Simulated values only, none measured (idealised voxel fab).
The process module presented herein is designated voxel transistor to metal.
The cross-section on display is named cut; it measures 175 nm wide, and its cells are 5 nm squares.
Throughout this document, each cross-section is represented as a grid of square cells and is presented as a sequence of bands enumerated from the top downward, where a band comprises one or more rows of cells.
For a band, the entry starts with two heights in nm, that of the top and then that of the bottom, and carries on with the band's materials in order from left to right, each alongside its width in nm; the word "edge to edge" beside a single material means it fills the band edge to edge, and "blank" means empty space.
For the purposes of this specification, 0 denotes the height below which the wafer in its as-received condition is composed wholly of one material, and the lowermost band, lacking a lower limit, extends downward without end, as expressed in "from 0 down".
Quick explanation for "30 to 40": the width changes in equal steps down the rows of cells, from the first number in the band's top row to the second number in its bottom row.
Where a step carries "all unchanged", the cross-section came out of it unchanged, cell for cell.
Entry "Entrapped void list" = empty spaces >= 8 cells with no open way to the top; each as width x height at distance, distance from left edge, all nm.
On each step's line, the part that comes after the settings is the simulator's own comment on the step.
"overlay nm" denotes, for a step that has a mask, the displacement of the mask to the right of its planned place, with negative values corresponding to the left.
Process steps (planned)
1 RECEIVE, material Si
2 CONFORMAL_DEP, material SiO2, thk nm 5
3 CONFORMAL_DEP, material SiN, thk nm 10
4 PATTERN, tone cover, mask id ACTIVE, material resist, width nm 115, thk nm 15, overlay nm 0
5 DIRECTIONAL_ETCH, etch materials SiN, depth nm 10
6 DIRECTIONAL_ETCH, etch materials SiO2, depth nm 5
7 DIRECTIONAL_ETCH, etch materials Si, depth nm 30
8 STRIP, etch materials resist
9 FILL_DEP, material SiO2, thk nm 10
10 CMP, height nm 15
11 SELECTIVE_ETCH, etch materials SiO2, depth nm 5
12 STRIP, etch materials SiN
13 SELECTIVE_ETCH, etch materials SiO2, depth nm 5
14 OXIDIZE, depth nm 5
15 DIRECTIONAL_DEP, material polySi, thk nm 25
16 DIRECTIONAL_DEP, material SiCN, thk nm 10
17 DIRECTIONAL_DEP, material aC, thk nm 15
18 PATTERN, tone cover, mask id GATE, material resist, width nm 25, thk nm 30, overlay nm 0
19 DIRECTIONAL_ETCH, etch materials aC, depth nm 15
20 STRIP, etch materials resist
21 DIRECTIONAL_ETCH, etch materials SiCN, depth nm 20
22 DIRECTIONAL_ETCH, etch materials polySi, depth nm 35
23 STRIP, etch materials aC
24 CONFORMAL_DEP, material SiO2, thk nm 5
25 DIRECTIONAL_ETCH, etch materials SiO2, depth nm 5
26 CONFORMAL_DEP, material SiN, thk nm 10
27 DIRECTIONAL_ETCH, etch materials SiN, depth nm 10
28 DIRECTIONAL_ETCH, etch materials SiO2, depth nm 5
29 EPI, material SiGe, thk nm 5
30 FILL_DEP, material SiO2, thk nm 5
31 CMP, height nm 25
32 STRIP, etch materials polySi
33 SELECTIVE_ETCH, etch materials SiO2, depth nm 5
34 CONFORMAL_DEP, material HfO2, thk nm 5
35 CONFORMAL_DEP, material TiN, thk nm 5
36 FILL_DEP, material W, thk nm 5
37 CMP, height nm 20
38 DIRECTIONAL_DEP, material SiO2, thk nm 15
39 DIRECTIONAL_DEP, material aC, thk nm 10
40 PATTERN, tone open, mask id CONTACT, material resist, width nm 15, pitch nm 80, thk nm 25, overlay nm 0
41 DIRECTIONAL_ETCH, etch materials aC, depth nm 10
42 STRIP, etch materials resist
43 DIRECTIONAL_ETCH, etch materials SiO2, depth nm 35
44 STRIP, etch materials aC
45 CONFORMAL_DEP, material TiN, thk nm 5
46 FILL_DEP, material Ru, thk nm 5
47 CMP, height nm 35
48 CONFORMAL_DEP, material SiN, thk nm 5
49 DIRECTIONAL_DEP, material SiO2, thk nm 15
50 MASKED_ETCH, tone open, mask id METAL_1, width nm 15, pitch nm 80, etch materials SiO2, depth nm 15, overlay nm 0
51 MASKED_ETCH, tone open, mask id METAL_1, width nm 15, pitch nm 80, etch materials SiN, depth nm 5, overlay nm 0
52 CONFORMAL_DEP, material TiN, thk nm 5
53 FILL_DEP, material Cu, thk nm 10
54 CMP, height nm 55
55 EPI, material Ru, thk nm 5
56 FILL_DEP, material SiCN, thk nm 5
57 DIRECTIONAL_DEP, material SiO2, thk nm 30
58 MASKED_ETCH, tone open, mask id METAL_2, width nm 15, pitch nm 80, etch materials SiO2, depth nm 20, overlay nm 0
59 PATTERN, tone open, mask id METAL_2_HOLES, material resist, width nm 15, pitch nm 80, thk nm 20, overlay nm 0
60 DIRECTIONAL_ETCH, etch materials SiO2, depth nm 10
61 DIRECTIONAL_ETCH, etch materials SiCN, depth nm 5
62 STRIP, etch materials resist
63 CONFORMAL_DEP, material TiN, thk nm 5
64 FILL_DEP, material Cu, thk nm 10
65 CMP, height nm 95
66 CONFORMAL_DEP, material SiCN, thk nm 5
The following pertains to the first of two wafers, which was processed as planned
The cross-section here shows the wafer as received, i.e. in its state after step 1
* from 0 down  Si edge to edge
* Entrapped void list: none
after step 2
* from 5 to 0  SiO2 edge to edge
* Under 0: no change, same as before.
after step 3
* from 15 to 5  SiN edge to edge
* Under 5: no change, same as before.
after step 4
* from 30 to 15  30 nm blank | 115 nm resist | 30 nm blank
* Under 15: no change, same as before.
after step 5
* from 30 to 15  30 nm blank | 115 nm resist | 30 nm blank
* from 15 to 5  30 nm blank | 115 nm SiN | 30 nm blank
* Under 5: no change, same as before.
after step 6
* from 30 to 15  30 nm blank | 115 nm resist | 30 nm blank
* from 15 to 5  30 nm blank | 115 nm SiN | 30 nm blank
* from 5 to 0  30 nm blank | 115 nm SiO2 | 30 nm blank
* Under 0: no change, same as before.
after step 7
* from 30 to 15  30 nm blank | 115 nm resist | 30 nm blank
* from 15 to 5  30 nm blank | 115 nm SiN | 30 nm blank
* from 5 to 0  30 nm blank | 115 nm SiO2 | 30 nm blank
* from 0 to -30  30 nm blank | 115 nm Si | 30 nm blank
* Under -30: no change, same as before.
after step 8
* from 15 to 5  30 nm blank | 115 nm SiN | 30 nm blank
* Under 5: no change, same as before.
after step 9
* from 25 to 15  SiO2 edge to edge
* from 15 to 5  30 nm SiO2 | 115 nm SiN | 30 nm SiO2
* from 5 to 0  SiO2 edge to edge
* from 0 to -30  30 nm SiO2 | 115 nm Si | 30 nm SiO2
* Under -30: no change, same as before.
after step 10
* from 15 to 5  30 nm SiO2 | 115 nm SiN | 30 nm SiO2
* Under 5: no change, same as before.
after step 11
* from 15 to 10  30 nm blank | 115 nm SiN | 30 nm blank
* Under 10: no change, same as before.
after step 12
* from 10 to 5  30 nm SiO2 | 115 nm blank | 30 nm SiO2
* Under 5: no change, same as before.
after step 13
* from 5 to 0  25 nm SiO2 | 125 nm blank | 25 nm SiO2
* Under 0: no change, same as before.
after step 14
* from 5 to 0  25 nm SiO2 | 125 nm blank | 25 nm SiO2
* from 0 to -5  SiO2 edge to edge
* Under -5: no change, same as before.
after step 15
* from 30 to 25  25 nm polySi | 125 nm blank | 25 nm polySi
* from 25 to 5  polySi edge to edge
* from 5 to 0  25 nm SiO2 | 125 nm polySi | 25 nm SiO2
* Under 0: no change, same as before.
after step 16
* from 40 to 35  25 nm SiCN | 125 nm blank | 25 nm SiCN
* from 35 to 30  SiCN edge to edge
* from 30 to 25  25 nm polySi | 125 nm SiCN | 25 nm polySi
* Under 25: no change, same as before.
after step 17
* from 55 to 50  25 nm aC | 125 nm blank | 25 nm aC
* from 50 to 40  aC edge to edge
* from 40 to 35  25 nm SiCN | 125 nm aC | 25 nm SiCN
* Under 35: no change, same as before.
after step 18
* from 85 to 55  75 nm blank | 25 nm resist | 75 nm blank
* from 55 to 50  25 nm aC | 50 nm blank | 25 nm resist | 50 nm blank | 25 nm aC
* Under 50: no change, same as before.
after step 19
* from 70 to 50  75 nm blank | 25 nm resist | 75 nm blank
* from 50 to 40  75 nm blank | 25 nm aC | 75 nm blank
* from 40 to 35  25 nm SiCN | 50 nm blank | 25 nm aC | 50 nm blank | 25 nm SiCN
* Under 35: no change, same as before.
after step 20
* from 50 to 40  75 nm blank | 25 nm aC | 75 nm blank
* Under 40: no change, same as before.
after step 21
* from 50 to 35  75 nm blank | 25 nm aC | 75 nm blank
* from 35 to 30  75 nm blank | 25 nm SiCN | 75 nm blank
* from 30 to 25  25 nm polySi | 50 nm blank | 25 nm SiCN | 50 nm blank | 25 nm polySi
* Under 25: no change, same as before.
after step 22
* from 50 to 35  75 nm blank | 25 nm aC | 75 nm blank
* from 35 to 25  75 nm blank | 25 nm SiCN | 75 nm blank
* from 25 to 5  75 nm blank | 25 nm polySi | 75 nm blank
* from 5 to 0  25 nm SiO2 | 50 nm blank | 25 nm polySi | 50 nm blank | 25 nm SiO2
* Under 0: no change, same as before.
after step 23
* from 35 to 25  75 nm blank | 25 nm SiCN | 75 nm blank
* Under 25: no change, same as before.
after step 24
* from 40 to 35  70 nm blank | 35 nm SiO2 | 70 nm blank
* from 35 to 25  70 nm blank | 5 nm SiO2 | 25 nm SiCN | 5 nm SiO2 | 70 nm blank
* from 25 to 10  70 nm blank | 5 nm SiO2 | 25 nm polySi | 5 nm SiO2 | 70 nm blank
* from 10 to 5  30 nm SiO2 | 40 nm blank | 5 nm SiO2 | 25 nm polySi | 5 nm SiO2 | 40 nm blank | 30 nm SiO2
* from 5 to 0  75 nm SiO2 | 25 nm polySi | 75 nm SiO2
* Under 0: no change, same as before.
after step 25
* from 35 to 25  70 nm blank | 5 nm SiO2 | 25 nm SiCN | 5 nm SiO2 | 70 nm blank
* from 25 to 5  70 nm blank | 5 nm SiO2 | 25 nm polySi | 5 nm SiO2 | 70 nm blank
* from 5 to 0  30 nm SiO2 | 40 nm blank | 5 nm SiO2 | 25 nm polySi | 5 nm SiO2 | 40 nm blank | 30 nm SiO2
* Under 0: no change, same as before.
after step 26
* from 45 to 35  60 nm blank | 55 nm SiN | 60 nm blank
* from 35 to 25  60 nm blank | 10 nm SiN | 5 nm SiO2 | 25 nm SiCN | 5 nm SiO2 | 10 nm SiN | 60 nm blank
* from 25 to 15  60 nm blank | 10 nm SiN | 5 nm SiO2 | 25 nm polySi | 5 nm SiO2 | 10 nm SiN | 60 nm blank
* from 15 to 10  40 nm SiN | 20 nm blank | 10 nm SiN | 5 nm SiO2 | 25 nm polySi | 5 nm SiO2 | 10 nm SiN | 20 nm blank | 40 nm SiN
* from 10 to 5  70 nm SiN | 5 nm SiO2 | 25 nm polySi | 5 nm SiO2 | 70 nm SiN
* from 5 to 0  30 nm SiO2 | 40 nm SiN | 5 nm SiO2 | 25 nm polySi | 5 nm SiO2 | 40 nm SiN | 30 nm SiO2
* Under 0: no change, same as before.
after step 27
* from 35 to 25  60 nm blank | 10 nm SiN | 5 nm SiO2 | 25 nm SiCN | 5 nm SiO2 | 10 nm SiN | 60 nm blank
* from 25 to 5  60 nm blank | 10 nm SiN | 5 nm SiO2 | 25 nm polySi | 5 nm SiO2 | 10 nm SiN | 60 nm blank
* from 5 to 0  30 nm SiO2 | 10 nm SiN | 20 nm blank | 10 nm SiN | 5 nm SiO2 | 25 nm polySi | 5 nm SiO2 | 10 nm SiN | 20 nm blank | 10 nm SiN | 30 nm SiO2
* Under 0: no change, same as before.
after step 28
* from 35 to 30  60 nm blank | 10 nm SiN | 5 nm blank | 25 nm SiCN | 5 nm blank | 10 nm SiN | 60 nm blank
* from 30 to 25  60 nm blank | 10 nm SiN | 5 nm SiO2 | 25 nm SiCN | 5 nm SiO2 | 10 nm SiN | 60 nm blank
* from 25 to 5  60 nm blank | 10 nm SiN | 5 nm SiO2 | 25 nm polySi | 5 nm SiO2 | 10 nm SiN | 60 nm blank
* from 5 to 0  30 nm blank | 10 nm SiN | 20 nm blank | 10 nm SiN | 5 nm SiO2 | 25 nm polySi | 5 nm SiO2 | 10 nm SiN | 20 nm blank | 10 nm SiN | 30 nm blank
* from 0 to -5  40 nm SiO2 | 20 nm blank | 55 nm SiO2 | 20 nm blank | 40 nm SiO2
* Under -5: no change, same as before.
after step 29
* from 35 to 30  60 nm blank | 10 nm SiN | 5 nm blank | 25 nm SiCN | 5 nm blank | 10 nm SiN | 60 nm blank
* from 30 to 25  60 nm blank | 10 nm SiN | 5 nm SiO2 | 25 nm SiCN | 5 nm SiO2 | 10 nm SiN | 60 nm blank
* from 25 to 5  60 nm blank | 10 nm SiN | 5 nm SiO2 | 25 nm polySi | 5 nm SiO2 | 10 nm SiN | 60 nm blank
* from 5 to 0  30 nm blank | 10 nm SiN | 20 nm blank | 10 nm SiN | 5 nm SiO2 | 25 nm polySi | 5 nm SiO2 | 10 nm SiN | 20 nm blank | 10 nm SiN | 30 nm blank
* from 0 to -5  40 nm SiO2 | 20 nm SiGe | 55 nm SiO2 | 20 nm SiGe | 40 nm SiO2
* Under -5: no change, same as before.
after step 30
* from 40 to 35  SiO2 edge to edge
* from 35 to 25  60 nm SiO2 | 10 nm SiN | 5 nm SiO2 | 25 nm SiCN | 5 nm SiO2 | 10 nm SiN | 60 nm SiO2
* from 25 to 5  60 nm SiO2 | 10 nm SiN | 5 nm SiO2 | 25 nm polySi | 5 nm SiO2 | 10 nm SiN | 60 nm SiO2
* from 5 to 0  30 nm SiO2 | 10 nm SiN | 20 nm SiO2 | 10 nm SiN | 5 nm SiO2 | 25 nm polySi | 5 nm SiO2 | 10 nm SiN | 20 nm SiO2 | 10 nm SiN | 30 nm SiO2
* Under 0: no change, same as before.
after step 31
* from 25 to 5  60 nm SiO2 | 10 nm SiN | 5 nm SiO2 | 25 nm polySi | 5 nm SiO2 | 10 nm SiN | 60 nm SiO2
* Under 5: no change, same as before.
after step 32
* from 25 to 5  60 nm SiO2 | 10 nm SiN | 5 nm SiO2 | 25 nm blank | 5 nm SiO2 | 10 nm SiN | 60 nm SiO2
* from 5 to 0  30 nm SiO2 | 10 nm SiN | 20 nm SiO2 | 10 nm SiN | 5 nm SiO2 | 25 nm blank | 5 nm SiO2 | 10 nm SiN | 20 nm SiO2 | 10 nm SiN | 30 nm SiO2
* Under 0: no change, same as before.
after step 33
* from 25 to 20  60 nm blank | 10 nm SiN | 35 nm blank | 10 nm SiN | 60 nm blank
* from 20 to 5  60 nm SiO2 | 10 nm SiN | 35 nm blank | 10 nm SiN | 60 nm SiO2
* from 5 to 0  30 nm SiO2 | 10 nm SiN | 20 nm SiO2 | 10 nm SiN | 35 nm blank | 10 nm SiN | 20 nm SiO2 | 10 nm SiN | 30 nm SiO2
* from 0 to -5  40 nm SiO2 | 20 nm SiGe | 10 nm SiO2 | 35 nm blank | 10 nm SiO2 | 20 nm SiGe | 40 nm SiO2
* Under -5: no change, same as before.
after step 34
* from 30 to 25  55 nm blank | 20 nm HfO2 | 25 nm blank | 20 nm HfO2 | 55 nm blank
* from 25 to 20  60 nm HfO2 | 10 nm SiN | 5 nm HfO2 | 25 nm blank | 5 nm HfO2 | 10 nm SiN | 60 nm HfO2
* from 20 to 5  60 nm SiO2 | 10 nm SiN | 5 nm HfO2 | 25 nm blank | 5 nm HfO2 | 10 nm SiN | 60 nm SiO2
* from 5 to 0  30 nm SiO2 | 10 nm SiN | 20 nm SiO2 | 10 nm SiN | 5 nm HfO2 | 25 nm blank | 5 nm HfO2 | 10 nm SiN | 20 nm SiO2 | 10 nm SiN | 30 nm SiO2
* from 0 to -5  40 nm SiO2 | 20 nm SiGe | 10 nm SiO2 | 35 nm HfO2 | 10 nm SiO2 | 20 nm SiGe | 40 nm SiO2
* Under -5: no change, same as before.
after step 35
* from 35 to 30  50 nm blank | 30 nm TiN | 15 nm blank | 30 nm TiN | 50 nm blank
* from 30 to 25  55 nm TiN | 20 nm HfO2 | 5 nm TiN | 15 nm blank | 5 nm TiN | 20 nm HfO2 | 55 nm TiN
* from 25 to 20  60 nm HfO2 | 10 nm SiN | 5 nm HfO2 | 5 nm TiN | 15 nm blank | 5 nm TiN | 5 nm HfO2 | 10 nm SiN | 60 nm HfO2
* from 20 to 5  60 nm SiO2 | 10 nm SiN | 5 nm HfO2 | 5 nm TiN | 15 nm blank | 5 nm TiN | 5 nm HfO2 | 10 nm SiN | 60 nm SiO2
* from 5 to 0  30 nm SiO2 | 10 nm SiN | 20 nm SiO2 | 10 nm SiN | 5 nm HfO2 | 25 nm TiN | 5 nm HfO2 | 10 nm SiN | 20 nm SiO2 | 10 nm SiN | 30 nm SiO2
* Under 0: no change, same as before.
after step 36
* from 40 to 35  W edge to edge
* from 35 to 30  50 nm W | 30 nm TiN | 15 nm W | 30 nm TiN | 50 nm W
* from 30 to 25  55 nm TiN | 20 nm HfO2 | 5 nm TiN | 15 nm W | 5 nm TiN | 20 nm HfO2 | 55 nm TiN
* from 25 to 20  60 nm HfO2 | 10 nm SiN | 5 nm HfO2 | 5 nm TiN | 15 nm W | 5 nm TiN | 5 nm HfO2 | 10 nm SiN | 60 nm HfO2
* from 20 to 5  60 nm SiO2 | 10 nm SiN | 5 nm HfO2 | 5 nm TiN | 15 nm W | 5 nm TiN | 5 nm HfO2 | 10 nm SiN | 60 nm SiO2
* Under 5: no change, same as before.
after step 37
* from 20 to 5  60 nm SiO2 | 10 nm SiN | 5 nm HfO2 | 5 nm TiN | 15 nm W | 5 nm TiN | 5 nm HfO2 | 10 nm SiN | 60 nm SiO2
* Under 5: no change, same as before.
after step 38
* from 35 to 20  SiO2 edge to edge
* Under 20: no change, same as before.
after step 39
* from 45 to 35  aC edge to edge
* Under 35: no change, same as before.
after step 40
* from 70 to 45  40 nm resist | 15 nm blank | 65 nm resist | 15 nm blank | 40 nm resist
* Under 45: no change, same as before.
after step 41
* from 60 to 45  40 nm resist | 15 nm blank | 65 nm resist | 15 nm blank | 40 nm resist
* from 45 to 35  40 nm aC | 15 nm blank | 65 nm aC | 15 nm blank | 40 nm aC
* Under 35: no change, same as before.
after step 42
* from 45 to 35  40 nm aC | 15 nm blank | 65 nm aC | 15 nm blank | 40 nm aC
* Under 35: no change, same as before.
after step 43
* from 45 to 35  40 nm aC | 15 nm blank | 65 nm aC | 15 nm blank | 40 nm aC
* from 35 to 20  40 nm SiO2 | 15 nm blank | 65 nm SiO2 | 15 nm blank | 40 nm SiO2
* from 20 to 5  40 nm SiO2 | 15 nm blank | 5 nm SiO2 | 10 nm SiN | 5 nm HfO2 | 5 nm TiN | 15 nm W | 5 nm TiN | 5 nm HfO2 | 10 nm SiN | 5 nm SiO2 | 15 nm blank | 40 nm SiO2
* from 5 to 0  30 nm SiO2 | 10 nm SiN | 15 nm blank | 5 nm SiO2 | 10 nm SiN | 5 nm HfO2 | 25 nm TiN | 5 nm HfO2 | 10 nm SiN | 5 nm SiO2 | 15 nm blank | 10 nm SiN | 30 nm SiO2
* Under 0: no change, same as before.
after step 44
* from 35 to 20  40 nm SiO2 | 15 nm blank | 65 nm SiO2 | 15 nm blank | 40 nm SiO2
* Under 20: no change, same as before.
after step 45
* from 40 to 35  45 nm TiN | 5 nm blank | 75 nm TiN | 5 nm blank | 45 nm TiN
* from 35 to 20  40 nm SiO2 | 5 nm TiN | 5 nm blank | 5 nm TiN | 65 nm SiO2 | 5 nm TiN | 5 nm blank | 5 nm TiN | 40 nm SiO2
* from 20 to 5  40 nm SiO2 | 5 nm TiN | 5 nm blank | 5 nm TiN | 5 nm SiO2 | 10 nm SiN | 5 nm HfO2 | 5 nm TiN | 15 nm W | 5 nm TiN | 5 nm HfO2 | 10 nm SiN | 5 nm SiO2 | 5 nm TiN | 5 nm blank | 5 nm TiN | 40 nm SiO2
* from 5 to 0  30 nm SiO2 | 10 nm SiN | 15 nm TiN | 5 nm SiO2 | 10 nm SiN | 5 nm HfO2 | 25 nm TiN | 5 nm HfO2 | 10 nm SiN | 5 nm SiO2 | 15 nm TiN | 10 nm SiN | 30 nm SiO2
* Under 0: no change, same as before.
after step 46
* from 45 to 40  Ru edge to edge
* from 40 to 35  45 nm TiN | 5 nm Ru | 75 nm TiN | 5 nm Ru | 45 nm TiN
* from 35 to 20  40 nm SiO2 | 5 nm TiN | 5 nm Ru | 5 nm TiN | 65 nm SiO2 | 5 nm TiN | 5 nm Ru | 5 nm TiN | 40 nm SiO2
* from 20 to 5  40 nm SiO2 | 5 nm TiN | 5 nm Ru | 5 nm TiN | 5 nm SiO2 | 10 nm SiN | 5 nm HfO2 | 5 nm TiN | 15 nm W | 5 nm TiN | 5 nm HfO2 | 10 nm SiN | 5 nm SiO2 | 5 nm TiN | 5 nm Ru | 5 nm TiN | 40 nm SiO2
* Under 5: no change, same as before.
after step 47
* from 35 to 20  40 nm SiO2 | 5 nm TiN | 5 nm Ru | 5 nm TiN | 65 nm SiO2 | 5 nm TiN | 5 nm Ru | 5 nm TiN | 40 nm SiO2
* Under 20: no change, same as before.
after step 48
* from 40 to 35  SiN edge to edge
* Under 35: no change, same as before.
after step 49
* from 55 to 40  SiO2 edge to edge
* Under 40: no change, same as before.
after step 50
* from 55 to 40  40 nm SiO2 | 15 nm blank | 65 nm SiO2 | 15 nm blank | 40 nm SiO2
* Under 40: no change, same as before.
after step 51
* from 55 to 40  40 nm SiO2 | 15 nm blank | 65 nm SiO2 | 15 nm blank | 40 nm SiO2
* from 40 to 35  40 nm SiN | 15 nm blank | 65 nm SiN | 15 nm blank | 40 nm SiN
* Under 35: no change, same as before.
after step 52
* from 60 to 55  45 nm TiN | 5 nm blank | 75 nm TiN | 5 nm blank | 45 nm TiN
* from 55 to 40  40 nm SiO2 | 5 nm TiN | 5 nm blank | 5 nm TiN | 65 nm SiO2 | 5 nm TiN | 5 nm blank | 5 nm TiN | 40 nm SiO2
* from 40 to 35  40 nm SiN | 15 nm TiN | 65 nm SiN | 15 nm TiN | 40 nm SiN
* Under 35: no change, same as before.
after step 53
* from 70 to 60  Cu edge to edge
* from 60 to 55  45 nm TiN | 5 nm Cu | 75 nm TiN | 5 nm Cu | 45 nm TiN
* from 55 to 40  40 nm SiO2 | 5 nm TiN | 5 nm Cu | 5 nm TiN | 65 nm SiO2 | 5 nm TiN | 5 nm Cu | 5 nm TiN | 40 nm SiO2
* Under 40: no change, same as before.
after step 54
* from 55 to 40  40 nm SiO2 | 5 nm TiN | 5 nm Cu | 5 nm TiN | 65 nm SiO2 | 5 nm TiN | 5 nm Cu | 5 nm TiN | 40 nm SiO2
* Under 40: no change, same as before.
after step 55
* from 60 to 55  35 nm blank | 25 nm Ru | 55 nm blank | 25 nm Ru | 35 nm blank
* Under 55: no change, same as before.
after step 56
* from 65 to 60  SiCN edge to edge
* from 60 to 55  35 nm SiCN | 25 nm Ru | 55 nm SiCN | 25 nm Ru | 35 nm SiCN
* Under 55: no change, same as before.
after step 57
* from 95 to 65  SiO2 edge to edge
* Under 65: no change, same as before.
after step 58
* from 95 to 75  40 nm SiO2 | 15 nm blank | 65 nm SiO2 | 15 nm blank | 40 nm SiO2
* Under 75: no change, same as before.
after step 59
* from 115 to 95  40 nm resist | 15 nm blank | 65 nm resist | 15 nm blank | 40 nm resist
* Under 95: no change, same as before.
after step 60
* from 115 to 95  40 nm resist | 15 nm blank | 65 nm resist | 15 nm blank | 40 nm resist
* from 95 to 65  40 nm SiO2 | 15 nm blank | 65 nm SiO2 | 15 nm blank | 40 nm SiO2
* Under 65: no change, same as before.
after step 61
* from 115 to 95  40 nm resist | 15 nm blank | 65 nm resist | 15 nm blank | 40 nm resist
* from 95 to 65  40 nm SiO2 | 15 nm blank | 65 nm SiO2 | 15 nm blank | 40 nm SiO2
* from 65 to 60  40 nm SiCN | 15 nm blank | 65 nm SiCN | 15 nm blank | 40 nm SiCN
* Under 60: no change, same as before.
after step 62
* from 95 to 65  40 nm SiO2 | 15 nm blank | 65 nm SiO2 | 15 nm blank | 40 nm SiO2
* Under 65: no change, same as before.
after step 63
* from 100 to 95  45 nm TiN | 5 nm blank | 75 nm TiN | 5 nm blank | 45 nm TiN
* from 95 to 65  40 nm SiO2 | 5 nm TiN | 5 nm blank | 5 nm TiN | 65 nm SiO2 | 5 nm TiN | 5 nm blank | 5 nm TiN | 40 nm SiO2
* from 65 to 60  40 nm SiCN | 15 nm TiN | 65 nm SiCN | 15 nm TiN | 40 nm SiCN
* Under 60: no change, same as before.
after step 64
* from 110 to 100  Cu edge to edge
* from 100 to 95  45 nm TiN | 5 nm Cu | 75 nm TiN | 5 nm Cu | 45 nm TiN
* from 95 to 65  40 nm SiO2 | 5 nm TiN | 5 nm Cu | 5 nm TiN | 65 nm SiO2 | 5 nm TiN | 5 nm Cu | 5 nm TiN | 40 nm SiO2
* Under 65: no change, same as before.
after step 65
* from 95 to 65  40 nm SiO2 | 5 nm TiN | 5 nm Cu | 5 nm TiN | 65 nm SiO2 | 5 nm TiN | 5 nm Cu | 5 nm TiN | 40 nm SiO2
* Under 65: no change, same as before.
after step 66
* from 100 to 95  SiCN edge to edge
* Under 95: no change, same as before.
second wafer: like start, like plan, one mistake. Through step 47 it matches the first wafer
Here is the second wafer in cross-section at the point where step 48 of the plan should have been done
* from 50 to 35  SiO2 edge to edge
* Under 35: no change, same as before.
Here is the second wafer in cross-section at the point where step 49 of the plan should have been done
* from 55 to 50  SiN edge to edge
* Under 50: no change, same as before.
Here is the second wafer in cross-section at the point where step 50 of the plan should have been done: all unchanged
Here is the second wafer in cross-section at the point where step 51 of the plan should have been done
* from 55 to 50  40 nm SiN | 15 nm blank | 65 nm SiN | 15 nm blank | 40 nm SiN
* Under 50: no change, same as before.
Here is the second wafer in cross-section at the point where step 52 of the plan should have been done
* from 60 to 55  45 nm TiN | 5 nm blank | 75 nm TiN | 5 nm blank | 45 nm TiN
* from 55 to 50  40 nm SiN | 15 nm TiN | 65 nm SiN | 15 nm TiN | 40 nm SiN
* Under 50: no change, same as before.
Here is the second wafer in cross-section at the point where step 53 of the plan should have been done
* from 70 to 60  Cu edge to edge
* from 60 to 55  45 nm TiN | 5 nm Cu | 75 nm TiN | 5 nm Cu | 45 nm TiN
* Under 55: no change, same as before.
Here is the second wafer in cross-section at the point where step 54 of the plan should have been done
* from 55 to 50  40 nm SiN | 15 nm TiN | 65 nm SiN | 15 nm TiN | 40 nm SiN
* Under 50: no change, same as before.
Here is the second wafer in cross-section at the point where step 55 of the plan should have been done
* from 60 to 55  35 nm blank | 25 nm Ru | 55 nm blank | 25 nm Ru | 35 nm blank
* Under 55: no change, same as before.
Here is the second wafer in cross-section at the point where step 56 of the plan should have been done
* from 65 to 60  SiCN edge to edge
* from 60 to 55  35 nm SiCN | 25 nm Ru | 55 nm SiCN | 25 nm Ru | 35 nm SiCN
* Under 55: no change, same as before.
Here is the second wafer in cross-section at the point where step 57 of the plan should have been done
* from 95 to 65  SiO2 edge to edge
* Under 65: no change, same as before.
Here is the second wafer in cross-section at the point where step 58 of the plan should have been done
* from 95 to 75  40 nm SiO2 | 15 nm blank | 65 nm SiO2 | 15 nm blank | 40 nm SiO2
* Under 75: no change, same as before.
Here is the second wafer in cross-section at the point where step 59 of the plan should have been done
* from 115 to 95  40 nm resist | 15 nm blank | 65 nm resist | 15 nm blank | 40 nm resist
* Under 95: no change, same as before.
Here is the second wafer in cross-section at the point where step 60 of the plan should have been done
* from 115 to 95  40 nm resist | 15 nm blank | 65 nm resist | 15 nm blank | 40 nm resist
* from 95 to 65  40 nm SiO2 | 15 nm blank | 65 nm SiO2 | 15 nm blank | 40 nm SiO2
* Under 65: no change, same as before.
Here is the second wafer in cross-section at the point where step 61 of the plan should have been done
* from 115 to 95  40 nm resist | 15 nm blank | 65 nm resist | 15 nm blank | 40 nm resist
* from 95 to 65  40 nm SiO2 | 15 nm blank | 65 nm SiO2 | 15 nm blank | 40 nm SiO2
* from 65 to 60  40 nm SiCN | 15 nm blank | 65 nm SiCN | 15 nm blank | 40 nm SiCN
* Under 60: no change, same as before.
Here is the second wafer in cross-section at the point where step 62 of the plan should have been done
* from 95 to 65  40 nm SiO2 | 15 nm blank | 65 nm SiO2 | 15 nm blank | 40 nm SiO2
* Under 65: no change, same as before.
Here is the second wafer in cross-section at the point where step 63 of the plan should have been done
* from 100 to 95  45 nm TiN | 5 nm blank | 75 nm TiN | 5 nm blank | 45 nm TiN
* from 95 to 65  40 nm SiO2 | 5 nm TiN | 5 nm blank | 5 nm TiN | 65 nm SiO2 | 5 nm TiN | 5 nm blank | 5 nm TiN | 40 nm SiO2
* from 65 to 60  40 nm SiCN | 15 nm TiN | 65 nm SiCN | 15 nm TiN | 40 nm SiCN
* Under 60: no change, same as before.
Here is the second wafer in cross-section at the point where step 64 of the plan should have been done
* from 110 to 100  Cu edge to edge
* from 100 to 95  45 nm TiN | 5 nm Cu | 75 nm TiN | 5 nm Cu | 45 nm TiN
* from 95 to 65  40 nm SiO2 | 5 nm TiN | 5 nm Cu | 5 nm TiN | 65 nm SiO2 | 5 nm TiN | 5 nm Cu | 5 nm TiN | 40 nm SiO2
* Under 65: no change, same as before.
Here is the second wafer in cross-section at the point where step 65 of the plan should have been done
* from 95 to 65  40 nm SiO2 | 5 nm TiN | 5 nm Cu | 5 nm TiN | 65 nm SiO2 | 5 nm TiN | 5 nm Cu | 5 nm TiN | 40 nm SiO2
* Under 65: no change, same as before.
Here is the second wafer in cross-section at the point where step 66 of the plan should have been done
* from 100 to 95  SiCN edge to edge
* Under 95: no change, same as before.
Heads up, the wafer didn't run the way we planned it: swap of plan steps 48 and 49 during execution
Final difference in cells, second wafer against first, listed per material as more or fewer: Cu: 6 fewer | SiO2: 18 more | TiN: 12 fewer
